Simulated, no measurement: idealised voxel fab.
Title: Process Module voxel self aligned contacts
We display cut, a cross-section 250 nm in width whose square cells are each 5 nm.
Heads up, the way a cross-section reads in here is a grid of square cells, handed over as bands from the top down, with every band being one or more rows of cells. Per band: top height and bottom height in nm, followed by the left-to-right materials and their widths in nm; "edge to edge" marks a single material spanning edge to edge, "blank" marks empty space. The level at which height equals 0 is the one under which the wafer, as it arrives, is entirely one material. No lower edge exists for the bottom band, which continues downward and is notated as in "0 nm and below". It should be noted that a width expressed as "30->40" varies in equal increments from row to row of cells within the band, taking the value of the first number at the top row and that of the second number at the bottom row. What does "everything unchanged" mean for a step? It means no cell of the cross-section changed in that step. Basically, "Trapped void list" tells you about the enclosed voids: empty spaces with no open way to the top, 8 cells or bigger, each written width x height at distance, where distance is from the left edge, all in nm. Heads up: the bit after the settings on a step's line is the simulator's remark on that step. overlay nm: where the mask lay relative to plan, measured to the right, on steps with a mask; negatives go left.
-- Steps in the process plan
1. RECEIVE,material Si
2. CONFORMAL_DEP,material SiO2,thk nm 5
3. DIRECTIONAL_DEP,material polySi,thk nm 20
4. DIRECTIONAL_DEP,material SiN,thk nm 20
5. PATTERN,tone cover,mask id GATE,material resist,width nm 25,pitch nm 70,thk nm 20,overlay nm -15
6. DIRECTIONAL_ETCH,etch materials SiN,depth nm 20
7. DIRECTIONAL_ETCH,etch materials polySi,depth nm 20
8. STRIP,etch materials resist
9. CONFORMAL_DEP,material SiN,thk nm 10
10. DIRECTIONAL_ETCH,etch materials SiN,depth nm 10
11. FILL_DEP,material SiO2,thk nm 15
12. CMP,height nm 55
13. PATTERN,tone open,mask id CONTACT,material resist,width nm 55,pitch nm 70,thk nm 15,overlay nm 0
14. DIRECTIONAL_ETCH,etch materials SiO2,depth nm 55
15. STRIP,etch materials resist
16. CONFORMAL_DEP,material TiN,thk nm 5
17. FILL_DEP,material W,thk nm 5
18. CMP,height nm 55
19. CONFORMAL_DEP,material SiN,thk nm 5
For clarity, it should be stated that the wafers under discussion commence in an identical condition and differ with respect to the overlay nm of step 5, the plan indicating the value that the first wafer had.
-- Incoming state of the first of several wafers in cross-section: after step 1
> 0 nm and below  Si edge to edge
> Trapped void list: none
-- Basically each wafer gets a line in the table, showing it at the end of the module: material by material, the cells it gained (+) or lost (-) since we got it, then its closed voids
overlay nm -15 | +206 SiN | +200 SiO2 | +62 TiN | +72 W | +60 polySi | Trapped void list: none
overlay nm -10 | +206 SiN | +200 SiO2 | +62 TiN | +72 W | +60 polySi | Trapped void list: none
overlay nm -5 | +206 SiN | +200 SiO2 | +62 TiN | +72 W | +60 polySi | Trapped void list: none
overlay nm 0 | +206 SiN | +200 SiO2 | +62 TiN | +72 W | +60 polySi | Trapped void list: none
overlay nm 5 | +206 SiN | +200 SiO2 | +62 TiN | +72 W | +60 polySi | Trapped void list: none
overlay nm 10 | +206 SiN | +200 SiO2 | +62 TiN | +72 W | +60 polySi | Trapped void list: none
overlay nm 15 | +206 SiN | +200 SiO2 | +62 TiN | +72 W | +60 polySi | Trapped void list: none
